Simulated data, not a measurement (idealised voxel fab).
Module name: voxel transistor to metal (process module)
Shown is cross-section cut, with a width of 285 nm and square cells of size 5 nm.
Throughout this document, each cross-section is represented as a grid of square cells and is presented as a sequence of bands enumerated from the top downward, where a band comprises one or more rows of cells. Band: top height; bottom height; in nm. Then, left to right: material with width in nm, for each material. "edge to edge": a single material spanning edge to edge. "blank": empty space. Height 0 is the level under which the wafer as received is all one material. The lowest band goes on downwards, as in "0 and below". Width: "30->40" (first number = top row, second number = bottom row, same change from row to row of cells). "remained unchanged", as given for a step, is the statement that not any cell of the cross-section underwent a change during that step. Voids not open to the top, 8 cells minimum: see "Fully enclosed voids". Written width x height at distance; distance is from the left edge; nm. The remark found on a step's line after its settings is issued by the simulator itself and pertains to that step. When a step includes a mask, the "overlay nm" setting on its line states how far to the right of its planned place that mask lay, and negative values state how far to the left.

Intended process steps
1. RECEIVE with material Si
2. CONFORMAL_DEP with material SiO2, thk nm 5
3. CONFORMAL_DEP with material SiN, thk nm 10
4. PATTERN with tone cover, mask id ACTIVE, material resist, width nm 115, pitch nm 140, thk nm 15, overlay nm 0
5. DIRECTIONAL_ETCH with etch materials SiN, depth nm 10
6. DIRECTIONAL_ETCH with etch materials SiO2, depth nm 5
7. DIRECTIONAL_ETCH with etch materials Si, depth nm 25
8. STRIP with etch materials resist
9. OXIDIZE with depth nm 5
10. FILL_DEP with material SiO2, thk nm 5
11. CMP with height nm 15
12. SELECTIVE_ETCH with etch materials SiO2, depth nm 5
13. STRIP with etch materials SiN
14. SELECTIVE_ETCH with etch materials SiO2, depth nm 5
15. OXIDIZE with depth nm 5
16. DIRECTIONAL_DEP with material polySi, thk nm 25
17. DIRECTIONAL_DEP with material SiCN, thk nm 10
18. PATTERN with tone cover, mask id GATE, material resist, width nm 25, pitch nm 140, thk nm 20, overlay nm 0
19. DIRECTIONAL_ETCH with etch materials SiCN, depth nm 20
20. DIRECTIONAL_ETCH with etch materials polySi, depth nm 35
21. STRIP with etch materials resist
22. CONFORMAL_DEP with material SiO2, thk nm 5
23. DIRECTIONAL_ETCH with etch materials SiO2, depth nm 5
24. CONFORMAL_DEP with material SiN, thk nm 10
25. DIRECTIONAL_ETCH with etch materials SiN, depth nm 10
26. DIRECTIONAL_ETCH with etch materials SiO2, depth nm 5
27. DIRECTIONAL_ETCH with etch materials Si, depth nm 5
28. EPI with material nSi, thk nm 5
29. FILL_DEP with material SiO2, thk nm 5
30. CMP with height nm 35
31. DIRECTIONAL_DEP with material SiO2, thk nm 10
32. DIRECTIONAL_DEP with material aC, thk nm 10
33. PATTERN with tone open, mask id CONTACT, material resist, width nm 35, pitch nm 70, thk nm 30, overlay nm 0
34. DIRECTIONAL_ETCH with etch materials aC, depth nm 10
35. STRIP with etch materials resist
36. DIRECTIONAL_ETCH with etch materials SiO2, depth nm 50
37. STRIP with etch materials aC
38. CONFORMAL_DEP with material TiN, thk nm 5
39. FILL_DEP with material W, thk nm 5
40. CMP with height nm 45
41. DIRECTIONAL_DEP with material TiN, thk nm 5
42. DIRECTIONAL_DEP with material W, thk nm 25
43. PATTERN with tone cover, mask id METAL_1, material resist, width nm 20, thk nm 15, overlay nm 0
44. DIRECTIONAL_ETCH with etch materials W, depth nm 25
45. DIRECTIONAL_ETCH with etch materials TiN, depth nm 5
46. STRIP with etch materials resist
47. CONFORMAL_DEP with material SiN, thk nm 5
48. FILL_DEP with material SiO2, thk nm 10
49. CMP with height nm 75
50. CONFORMAL_DEP with material SiCN, thk nm 5

Incoming wafer, cross-sectional view, post step 1
* 0 and below = Si edge to edge
* Fully enclosed voids: none

Final cross-section, module run with one mistake (start and plan as above)
* 80 down to 75 = SiCN edge to edge
* 75 down to 50 = 15 SiO2; 5 SiN; 20 W; 5 SiN; 55 SiO2; 5 SiN; 20 W; 5 SiN; 25 SiO2; 5 SiN; 20 W; 5 SiN; 55 SiO2; 5 SiN; 20 W; 5 SiN; 15 SiO2
* 50 down to 45 = 20 SiN; 20 TiN; 65 SiN; 20 TiN; 35 SiN; 20 TiN; 65 SiN; 20 TiN; 20 SiN
* 45 down to 35 = 20 SiO2; 5 TiN; 25->15 W; 5->15 TiN; 35 SiO2; 5->15 TiN; 25->15 W; 5 TiN; 35 SiO2; 5 TiN; 25->15 W; 5->15 TiN; 35 SiO2; 5->15 TiN; 25->15 W; 5 TiN; 20 SiO2
* 35 down to 30 = 20 SiO2; 5 TiN; 15 W; 5 TiN; 10 SiN; 5 SiO2; 25 SiCN; 5 SiO2; 10 SiN; 5 TiN; 15 W; 5 TiN; 35 SiO2; 5 TiN; 15 W; 5 TiN; 10 SiN; 5 SiO2; 25 SiCN; 5 SiO2; 10 SiN; 5 TiN; 15 W; 5 TiN; 20 SiO2
* 30 down to 10 = 20 SiO2; 5 TiN; 15 W; 5 TiN; 10 SiN; 5 SiO2; 25 polySi; 5 SiO2; 10 SiN; 5 TiN; 15 W; 5 TiN; 35 SiO2; 5 TiN; 15 W; 5 TiN; 10 SiN; 5 SiO2; 25 polySi; 5 SiO2; 10 SiN; 5 TiN; 15 W; 5 TiN; 20 SiO2
* 10 down to 5 = 20 SiO2; 5 TiN; 10 W; 10 TiN; 10 SiN; 5 SiO2; 25 polySi; 5 SiO2; 10 SiN; 10 TiN; 10 W; 5 TiN; 35 SiO2; 5 TiN; 10 W; 10 TiN; 10 SiN; 5 SiO2; 25 polySi; 5 SiO2; 10 SiN; 10 TiN; 10 W; 5 TiN; 20 SiO2
* 5 down to 0 = 20 SiO2; 20 TiN; 5 nSi; 55 SiO2; 5 nSi; 20 TiN; 35 SiO2; 20 TiN; 5 nSi; 55 SiO2; 5 nSi; 20 TiN; 20 SiO2
* 0 down to -5 = 20 SiO2; 25 nSi; 55 Si; 25 nSi; 35 SiO2; 25 nSi; 55 Si; 25 nSi; 20 SiO2
* -5 down to -30 = 20 SiO2; 105 Si; 35 SiO2; 105 Si; 20 SiO2
* -30 and below = Si edge to edge
* Fully enclosed voids: none
Diagnosis: steps 13 and 14: order swapped relative to plan
